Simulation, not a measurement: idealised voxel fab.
Process module name: voxel double patterning
cross-section cut | 245 nm wide | cells 5 nm
Just so we're on the same page, the cross-sections are grids of square cells, and they're listed out in bands top to bottom, each band one or more rows deep. Basically the band line says how high the top is and how high the bottom is, in nm, and then what's in it from left to right, every material with its width in nm. Empty space shows up as "air", and if a single material carries "throughout" it runs the full band edge to edge. Heights are expressed relative to 0, this being the level below which the as-received wafer comprises one material exclusively. The lowest band is unbounded in the downward direction and is denoted as in "from 0 down". A width given as "30->40" starts at the first number in the band's top row and ends at the second number in its bottom row, shifting by an equal amount at every step from row to row. "nothing was modified" (step): cross-section cells unchanged, all of them. "Sealed internal voids" contains a list of empty spaces, each no smaller than 8 cells and without an open way to the top, written in the form width x height at distance with the distance from the left edge and all three in nm. Text after the settings on a step's line: the simulator's own remark on that step. Regarding "overlay nm": on a step with a mask, it is the distance the mask lay to the right of its planned place; a negative value places it to the left.
### The steps planned for the process are as follows
1) RECEIVE: material Si
2) CONFORMAL_DEP: material SiO2, thk nm 5
3) DIRECTIONAL_DEP: material polySi, thk nm 15
4) DIRECTIONAL_DEP: material SiN, thk nm 5
5) DIRECTIONAL_DEP: material aC, thk nm 10
6) PATTERN: tone open, mask id FIRST, material resist, width nm 15, pitch nm 50, thk nm 30, overlay nm 0
7) DIRECTIONAL_ETCH: etch materials aC, depth nm 10
8) STRIP: etch materials resist
9) DIRECTIONAL_ETCH: etch materials SiN, depth nm 5
10) STRIP: etch materials aC
11) PATTERN: tone open, mask id SECOND, material resist, width nm 15, thk nm 20, overlay nm 0
12) DIRECTIONAL_ETCH: etch materials SiN, depth nm 5
13) STRIP: etch materials resist
14) DIRECTIONAL_ETCH: etch materials polySi, depth nm 15
15) STRIP: etch materials SiN
### First of two wafers - as planned
### Cross-section of the wafer as it came to us, i.e., already through step 1
- from 0 down | Si throughout
- Sealed internal voids: none
### Cross-section of the wafer after step 2
- from 5 to 0 | SiO2 throughout
- No changes below 0.
### Cross-section of the wafer after step 3
- from 20 to 5 | polySi throughout
- No changes below 5.
### Cross-section of the wafer after step 4
- from 25 to 20 | SiN throughout
- No changes below 20.
### Cross-section of the wafer after step 5
- from 35 to 25 | aC throughout
- No changes below 25.
### Cross-section of the wafer after step 6
- from 65 to 35 | resist=90; air=15; resist=35; air=15; resist=90
- No changes below 35.
### Cross-section of the wafer after step 7
- from 55 to 35 | resist=90; air=15; resist=35; air=15; resist=90
- from 35 to 25 | aC=90; air=15; aC=35; air=15; aC=90
- No changes below 25.
### Cross-section of the wafer after step 8
- from 35 to 25 | aC=90; air=15; aC=35; air=15; aC=90
- No changes below 25.
### Cross-section of the wafer after step 9
- from 35 to 25 | aC=90; air=15; aC=35; air=15; aC=90
- from 25 to 20 | SiN=90; air=15; SiN=35; air=15; SiN=90
- No changes below 20.
### Cross-section of the wafer after step 10
- from 25 to 20 | SiN=90; air=15; SiN=35; air=15; SiN=90
- No changes below 20.
### Cross-section of the wafer after step 11
- from 45 to 25 | resist=115; air=15; resist=115
- from 25 to 20 | SiN=90; resist=15; SiN=35; resist=15; SiN=90
- No changes below 20.
### Cross-section of the wafer after step 12
- from 45 to 25 | resist=115; air=15; resist=115
- from 25 to 20 | SiN=90; resist=15; SiN=10; air=15; SiN=10; resist=15; SiN=90
- No changes below 20.
### Cross-section of the wafer after step 13
- from 25 to 20 | SiN=90; air=15; SiN=10; air=15; SiN=10; air=15; SiN=90
- No changes below 20.
### Cross-section of the wafer after step 14
- from 25 to 20 | SiN=90; air=15; SiN=10; air=15; SiN=10; air=15; SiN=90
- from 20 to 5 | polySi=90; air=15; polySi=10; air=15; polySi=10; air=15; polySi=90
- No changes below 5.
### Cross-section of the wafer after step 15
- from 20 to 5 | polySi=90; air=15; polySi=10; air=15; polySi=10; air=15; polySi=90
- No changes below 5.
### Wafer two of two - same starting point, same process plan, one mistake in execution; matches wafer one up to and including step 1
### Second wafer at the planned finish of step 2, seen in cross-section
- from 5 to 0 | aC throughout
- No changes below 0.
### Second wafer at the planned finish of step 3, seen in cross-section
- from 20 to 5 | polySi throughout
- No changes below 5.
### Second wafer at the planned finish of step 4, seen in cross-section
- from 25 to 20 | SiN throughout
- No changes below 20.
### Second wafer at the planned finish of step 5, seen in cross-section
- from 35 to 25 | aC throughout
- No changes below 25.
### Second wafer at the planned finish of step 6, seen in cross-section
- from 65 to 35 | resist=90; air=15; resist=35; air=15; resist=90
- No changes below 35.
### Second wafer at the planned finish of step 7, seen in cross-section
- from 55 to 35 | resist=90; air=15; resist=35; air=15; resist=90
- from 35 to 25 | aC=90; air=15; aC=35; air=15; aC=90
- No changes below 25.
### Second wafer at the planned finish of step 8, seen in cross-section
- from 35 to 25 | aC=90; air=15; aC=35; air=15; aC=90
- No changes below 25.
### Second wafer at the planned finish of step 9, seen in cross-section
- from 35 to 25 | aC=90; air=15; aC=35; air=15; aC=90
- from 25 to 20 | SiN=90; air=15; SiN=35; air=15; SiN=90
- No changes below 20.
### Second wafer at the planned finish of step 10, seen in cross-section
- from 25 to 20 | SiN=90; air=15; SiN=35; air=15; SiN=90
- No changes below 20.
### Second wafer at the planned finish of step 11, seen in cross-section
- from 45 to 25 | resist=115; air=15; resist=115
- from 25 to 20 | SiN=90; resist=15; SiN=35; resist=15; SiN=90
- No changes below 20.
### Second wafer at the planned finish of step 12, seen in cross-section
- from 45 to 25 | resist=115; air=15; resist=115
- from 25 to 20 | SiN=90; resist=15; SiN=10; air=15; SiN=10; resist=15; SiN=90
- No changes below 20.
### Second wafer at the planned finish of step 13, seen in cross-section
- from 25 to 20 | SiN=90; air=15; SiN=10; air=15; SiN=10; air=15; SiN=90
- No changes below 20.
### Second wafer at the planned finish of step 14, seen in cross-section
- from 25 to 20 | SiN=90; air=15; SiN=10; air=15; SiN=10; air=15; SiN=90
- from 20 to 5 | polySi=90; air=15; polySi=10; air=15; polySi=10; air=15; polySi=90
- No changes below 5.
### Second wafer at the planned finish of step 15, seen in cross-section
- from 20 to 5 | polySi=90; air=15; polySi=10; air=15; polySi=10; air=15; polySi=90
- No changes below 5.
Run error: the process deviated at step 2: the operation and settings actually run there were CONFORMAL_DEP: material aC, thk nm 5
at the end the second wafer has, in cells: SiO2 -49 | aC +49
